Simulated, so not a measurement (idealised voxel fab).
Process module name: voxel tone inversion
Pictured: cross-section cut, 290 nm wide, on a grid of 5 nm square cells.
A cross-section is written here as square cells arranged in a grid, and it is given in bands from the top down, each band taking up one or more rows of cells.
It is stipulated that each band's entry specify, in nanometres, the height of the top of the band and then that of its bottom, followed by the materials of the band in left-to-right sequence, each together with its width in nanometres. A single material marked by the word "edge to edge" is understood to fill the band from edge to edge; the word "empty" is understood to denote empty space.
Heights are measured from 0, the level below which the as-received wafer is all one material; the lowest band has no bottom and continues downward, written as in "from 0 down".
The two numbers in a width such as "30 to 40" mark its ends across the band: the first belongs to the top row of cells, the second to the bottom row, and from each row to the next the width moves by the same amount.
For the purposes of this document, the phrase "left unchanged" attached to a step denotes that no cell within the cross-section was modified by that step.
Voids not open to the top, 8 cells minimum: see "Fully enclosed voids". Written width x height at distance; distance is from the left edge; nm.
On a step's line, text after the settings is the simulator commenting on that step.
overlay nm: on a step with a mask, how far right of its planned place the mask lay; negative means left.

List of planned process steps:
step 1: RECEIVE,material Si
step 2: CONFORMAL_DEP,material SiCN,thk nm 5
step 3: DIRECTIONAL_DEP,material aC,thk nm 15
step 4: PATTERN,tone cover,mask id POSTS,material resist,width nm 15,pitch nm 45,thk nm 20,overlay nm 0
step 5: DIRECTIONAL_ETCH,etch materials aC,depth nm 15
step 6: STRIP,etch materials resist
step 7: FILL_DEP,material SiO2,thk nm 10
step 8: CMP,height nm 20
step 9: STRIP,etch materials aC

Run as planned: first of two wafers:

Cross-section: wafer on arrival = after step 1:
* from 0 down  Si edge to edge
* Fully enclosed voids: none

Take a look at the wafer's cross-section after step 2:
* from 5 to 0  SiCN edge to edge
* Under the height 0 nothing was changed.

Take a look at the wafer's cross-section after step 3:
* from 20 to 5  aC edge to edge
* Under the height 5 nothing was changed.

Take a look at the wafer's cross-section after step 4:
* from 40 to 20  empty: 115, resist: 15, empty: 30, resist: 15, empty: 115
* Under the height 20 nothing was changed.

Take a look at the wafer's cross-section after step 5:
* from 25 to 20  empty: 115, resist: 15, empty: 30, resist: 15, empty: 115
* from 20 to 5  empty: 115, aC: 15, empty: 30, aC: 15, empty: 115
* Under the height 5 nothing was changed.

Take a look at the wafer's cross-section after step 6:
* from 20 to 5  empty: 115, aC: 15, empty: 30, aC: 15, empty: 115
* Under the height 5 nothing was changed.

Take a look at the wafer's cross-section after step 7:
* from 30 to 20  SiO2 edge to edge
* from 20 to 5  SiO2: 115, aC: 15, SiO2: 30, aC: 15, SiO2: 115
* Under the height 5 nothing was changed.

Take a look at the wafer's cross-section after step 8:
* from 20 to 5  SiO2: 115, aC: 15, SiO2: 30, aC: 15, SiO2: 115
* Under the height 5 nothing was changed.

Take a look at the wafer's cross-section after step 9:
* from 20 to 5  SiO2: 115, empty: 15, SiO2: 30, empty: 15, SiO2: 115
* Under the height 5 nothing was changed.

The remaining wafer, second of the two, started like the first and was run to the same plan, except that one mistake was made along the way; the two coincide through step 1, inclusive:

Cross-section of the second wafer at the time step 2 of the plan should have ended:
* from 15 to 0  aC edge to edge
* Under the height 0 nothing was changed.

Cross-section of the second wafer at the time step 3 of the plan should have ended:
* from 20 to 15  SiCN edge to edge
* Under the height 15 nothing was changed.

Cross-section of the second wafer at the time step 4 of the plan should have ended:
* from 40 to 20  empty: 115, resist: 15, empty: 30, resist: 15, empty: 115
* Under the height 20 nothing was changed.

Cross-section of the second wafer at the time step 5 of the plan should have ended:
* from 25 to 20  empty: 115, resist: 15, empty: 30, resist: 15, empty: 115
* Under the height 20 nothing was changed.

Cross-section of the second wafer at the time step 6 of the plan should have ended:
* from 20 to 15  SiCN edge to edge
* Under the height 15 nothing was changed.

Cross-section of the second wafer at the time step 7 of the plan should have ended:
* from 30 to 20  SiO2 edge to edge
* Under the height 20 nothing was changed.

Cross-section of the second wafer at the time step 8 of the plan should have ended:
* from 20 to 15  SiCN edge to edge
* Under the height 15 nothing was changed.

Cross-section of the second wafer at the time step 9 of the plan should have ended: left unchanged
Where did the run depart from the plan? deviation from plan: step 3 and step 2 executed in one another's positions
End check, counted in cells, second wafer has more or fewer of these materials than the first: -156 SiO2 | +174 aC
